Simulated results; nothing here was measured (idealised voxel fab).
Process module name: voxel trench capacitor
Cross-section cut spans 260 nm and uses square cells 5 nm in size.
How to read a cross-section here: the picture is a grid of square cells, written as bands going from the top down, and any band can span one or more rows of cells. First you get the band's top height and its bottom height, in nm, and then the materials it's made of, left to right, with each width in nm. If you see a single material with "all across", that one covers the band edge to edge. "empty" is empty space. Heights from 0 (as-received wafer is one material below). Bottom band endless downward, as "top 0, no bottom". The expression "30->40" gives the width at the extremes of the band, the first number at its top row of cells and the second at its bottom row, with the width changing by equal amounts from each row to the next in between. "left unchanged" -> step changed no cross-section cell. In "Enclosed void listing" the enclosed voids are listed, meaning empty spaces of 8 cells or larger without any opening to the top. The form is width x height at distance, distance from the left edge, units nm. Anything after a step's settings on that line? It's the simulator's own note about the step. Among the settings permitted on a step's line is "overlay nm"; applied to a step with a mask, it specifies the extent to which the mask lay to the right of its planned position, whereas a negative figure signifies a position to the left.

### So here's the lineup of process steps we planned
| 1 | RECEIVE: material Si |
| 2 | CONFORMAL_DEP: material SiN, thk nm 5 |
| 3 | DIRECTIONAL_DEP: material aC, thk nm 15 |
| 4 | PATTERN: tone open, mask id TRENCH, material resist, width nm 25, pitch nm 45, thk nm 30, overlay nm 0 |
| 5 | DIRECTIONAL_ETCH: etch materials aC, depth nm 15 |
| 6 | STRIP: etch materials resist |
| 7 | DIRECTIONAL_ETCH: etch materials SiN, depth nm 5 |
| 8 | DIRECTIONAL_ETCH: etch materials Si, depth nm 35 |
| 9 | STRIP: etch materials aC |
| 10 | CONFORMAL_DEP: material Al2O3, thk nm 5 |
| 11 | FILL_DEP: material polySi, thk nm 10 |
| 12 | CMP: height nm 5 |

### Cross-section: wafer on arrival = after step 1
* top 0, no bottom: Si all across
* Enclosed void listing: none

### End-of-module cross-section of the first of two wafers, processed as planned
* top 5, bottom 0: SiN=70, then Al2O3=5, then polySi=15, then Al2O3=5, then SiN=20, then Al2O3=5, then polySi=15, then Al2O3=5, then SiN=20, then Al2O3=5, then polySi=15, then Al2O3=5, then SiN=75
* top 0, bottom -30: Si=70, then Al2O3=5, then polySi=15, then Al2O3=5, then Si=20, then Al2O3=5, then polySi=15, then Al2O3=5, then Si=20, then Al2O3=5, then polySi=15, then Al2O3=5, then Si=75
* top -30, bottom -35: Si=70, then Al2O3=25, then Si=20, then Al2O3=25, then Si=20, then Al2O3=25, then Si=75
* top -35, no bottom: Si all across
* Enclosed void listing: none

### End-of-module cross-section of the second wafer: identical starting point and process plan to the first, with one processing mistake
* top 5, bottom 0: SiN=80, then Al2O3=5, then polySi=15, then Al2O3=5, then SiN=20, then Al2O3=5, then polySi=15, then Al2O3=5, then SiN=20, then Al2O3=5, then polySi=15, then Al2O3=5, then SiN=65
* top 0, bottom -30: Si=80, then Al2O3=5, then polySi=15, then Al2O3=5, then Si=20, then Al2O3=5, then polySi=15, then Al2O3=5, then Si=20, then Al2O3=5, then polySi=15, then Al2O3=5, then Si=65
* top -30, bottom -35: Si=80, then Al2O3=25, then Si=20, then Al2O3=25, then Si=20, then Al2O3=25, then Si=65
* top -35, no bottom: Si all across
* Enclosed void listing: none
Here's what went sideways: step 4 ran differently from the plan; actual operation with settings: PATTERN: tone open, mask id TRENCH, material resist, width nm 25, pitch nm 45, thk nm 30, overlay nm 10
By the end, you'd get the same cell count for each material on either wafer, but the second wafer puts them somewhere else.
